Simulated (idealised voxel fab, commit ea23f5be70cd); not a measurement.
process module | voxel fin reveal
cross-section cut | 180 nm wide | cells 5 nm
A cross-section is a grid of square cells, given in bands from the top down. A band is one or more rows of cells.
Each band's line starts with the height of the band's top and of its bottom, in nm. Then come its materials from left to right, each with its width in nm. One material with "throughout" fills the band from edge to edge. "air" is empty space.
Height 0 is the level under which the wafer as received is all one material. The lowest band goes on downwards, as in "0 down".
A width such as "30 to 40" changes by the same amount from each row of cells to the next, from the band's top row to its bottom row.
"no change" after a step means that no cell of the cross-section changed.
closed voids: empty space of 8 cells or more with no open way to the top, each as width x height at its distance from the left edge, in nm
after a step's settings: what the simulator itself notes on the step
overlay nm, on a step with a mask: how far to the right of its planned place the mask lay; to the left if negative
plan
1 op RECEIVE | material Si
2 op CONFORMAL_DEP | material SiN | thk nm 10
3 op MASKED_ETCH | tone cover | mask id FINS | width nm 15 | pitch nm 40 | etch materials SiN | depth nm 10 | overlay nm 0
4 op MASKED_ETCH | tone cover | mask id FINS | width nm 15 | pitch nm 40 | etch materials Si | depth nm 30 | overlay nm 0
5 op FILL_DEP | material SiO2 | thk nm 5
6 op CMP | height nm 10
7 op SELECTIVE_ETCH | etch materials SiO2 | depth nm 25
8 op STRIP | etch materials SiN
as received, after step 1
  0 down: Si throughout
  closed voids: none
first wafer at the end, as planned
  0 to -15: air 60 | Si 15 | air 25 | Si 15 | air 65
  -15 to -30: SiO2 60 | Si 15 | SiO2 25 | Si 15 | SiO2 65
  -30 down: Si throughout
  closed voids: none
second wafer at the end: like start, like plan, one mistake
  0 to -15: air 60 | Si 15 | air 25 | Si 15 | air 65
  -15 to -25: SiO2 35 | air 25 | Si 15 | air 25 | Si 15 | air 25 | SiO2 40
  -25 to -30: SiO2 60 | Si 15 | SiO2 25 | Si 15 | SiO2 65
  -30 down: Si throughout
  closed voids: none
what went wrong: steps 7 and 8 were swapped
at the end the second wafer has, in cells: 30 fewer of SiO2
